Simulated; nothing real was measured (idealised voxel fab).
Process module in this document: voxel air gaps
295 nm wide, 5 nm square cells: that's cross-section cut.
How to read a cross-section here: the picture is a grid of square cells, written as bands going from the top down, and any band can span one or more rows of cells. First you get the band's top height and its bottom height, in nm, and then the materials it's made of, left to right, with each width in nm. If you see a single material with "edge to edge", that one covers the band edge to edge. "blank" is empty space. Basically, 0 is our baseline, since under it the wafer straight out of the box is all one material. The bottom band has no lower end and keeps on going down, so it looks like "top 0, no bottom". Think of "30..40" as a width that walks from the first number to the second as you go down the band, top row to bottom row, taking equal-sized steps from row to row. Given "same as before" for a step, no cell of the cross-section differs between before and after that step. "Sealed void list": sealed empty spaces, 8 cells or more, no open way to top, listed width x height at distance, with distance from the left edge and width, height and distance in nm. It should be noted that, on the line of a given step, the content following the step's settings is a remark produced by the simulator itself with respect to that step. The setting "overlay nm" may be written on the line of a step. When the step uses a mask, the value reports how far to the right of the planned place the mask lay, and a negative value reports that it lay to the left.

Process steps - plan
1: RECEIVE: material Si
2: CONFORMAL_DEP: material SiO2, thk nm 10
3: CONFORMAL_DEP: material SiCN, thk nm 5
4: DIRECTIONAL_DEP: material SiO2, thk nm 30
5: PATTERN: tone open, mask id LINES, material resist, width nm 25, pitch nm 55, thk nm 15, overlay nm 0
6: DIRECTIONAL_ETCH: etch materials SiO2, depth nm 30
7: STRIP: etch materials resist
8: CONFORMAL_DEP: material TiN, thk nm 5
9: FILL_DEP: material Ru, thk nm 5
10: CMP: height nm 45
11: EPI: material Ru, thk nm 10
12: SELECTIVE_ETCH: etch materials SiO2, depth nm 40
13: CONFORMAL_DEP: material SiCN, thk nm 5

As received (post step 1): cross-section
> top 0, no bottom  Si edge to edge
> Sealed void list: none

The first of the two wafers as seen in cross-section once the module was finished; processing followed the plan
> top 60, bottom 55  blank=35 | SiCN=220 | blank=40
> top 55, bottom 45  blank=35 | SiCN=5 | Ru=45 | SiCN=10 | Ru=45 | SiCN=10 | Ru=45 | SiCN=10 | Ru=45 | SiCN=5 | blank=40
> top 45, bottom 40  blank=35 | SiCN=15 | TiN=5 | Ru=15 | TiN=5 | SiCN=30 | TiN=5 | Ru=15 | TiN=5 | SiCN=30 | TiN=5 | Ru=15 | TiN=5 | SiCN=30 | TiN=5 | Ru=15 | TiN=5 | SiCN=15 | blank=40
> top 40, bottom 20  blank=45 | SiCN=5 | TiN=5 | Ru=15 | TiN=5 | SiCN=5 | blank=20 | SiCN=5 | TiN=5 | Ru=15 | TiN=5 | SiCN=5 | blank=20 | SiCN=5 | TiN=5 | Ru=15 | TiN=5 | SiCN=5 | blank=20 | SiCN=5 | TiN=5 | Ru=15 | TiN=5 | SiCN=5 | blank=50
> top 20, bottom 15  SiCN=50 | TiN=25 | SiCN=30 | TiN=25 | SiCN=30 | TiN=25 | SiCN=30 | TiN=25 | SiCN=55
> top 15, bottom 10  SiCN edge to edge
> top 10, bottom 0  SiO2 edge to edge
> top 0, no bottom  Si edge to edge
> Sealed void list: 20 x 20 at 80; 20 x 20 at 135; 20 x 20 at 190

Second wafer of the two, sectioned at the end of the module. It began like the first and followed the same plan, but one mistake was made while running it
> top 60, bottom 55  blank=40 | SiCN=50 | blank=5 | SiCN=50 | blank=5 | SiCN=50 | blank=5 | SiCN=50 | blank=40
> top 55, bottom 45  blank=40 | SiCN=5 | Ru=40 | SiCN=5 | blank=5 | SiCN=5 | Ru=40 | SiCN=5 | blank=5 | SiCN=5 | Ru=40 | SiCN=5 | blank=5 | SiCN=5 | Ru=40 | SiCN=5 | blank=40
> top 45, bottom 40  blank=40 | SiCN=15 | TiN=5 | Ru=10 | TiN=5 | SiCN=15 | blank=5 | SiCN=15 | TiN=5 | Ru=10 | TiN=5 | SiCN=15 | blank=5 | SiCN=15 | TiN=5 | Ru=10 | TiN=5 | SiCN=15 | blank=5 | SiCN=15 | TiN=5 | Ru=10 | TiN=5 | SiCN=15 | blank=40
> top 40, bottom 20  blank=50 | SiCN=5 | TiN=5 | Ru=10 | TiN=5 | SiCN=5 | blank=25 | SiCN=5 | TiN=5 | Ru=10 | TiN=5 | SiCN=5 | blank=25 | SiCN=5 | TiN=5 | Ru=10 | TiN=5 | SiCN=5 | blank=25 | SiCN=5 | TiN=5 | Ru=10 | TiN=5 | SiCN=5 | blank=50
> top 20, bottom 15  SiCN=55 | TiN=20 | SiCN=35 | TiN=20 | SiCN=35 | TiN=20 | SiCN=35 | TiN=20 | SiCN=55
> top 15, bottom 10  SiCN edge to edge
> top 10, bottom 0  SiO2 edge to edge
> top 0, no bottom  Si edge to edge
> Sealed void list: none
Heads up, the wafer didn't run the way we planned it: planned and actual differ for step 5; actual: PATTERN: tone open, mask id LINES, material resist, width nm 20, pitch nm 55, thk nm 15, overlay nm 0
Materials where the second wafer ends with more or fewer cells than the first: 28 fewer of Ru, 4 fewer of TiN
At process end, closed voids number 3 in the first wafer and 0 in the second wafer.
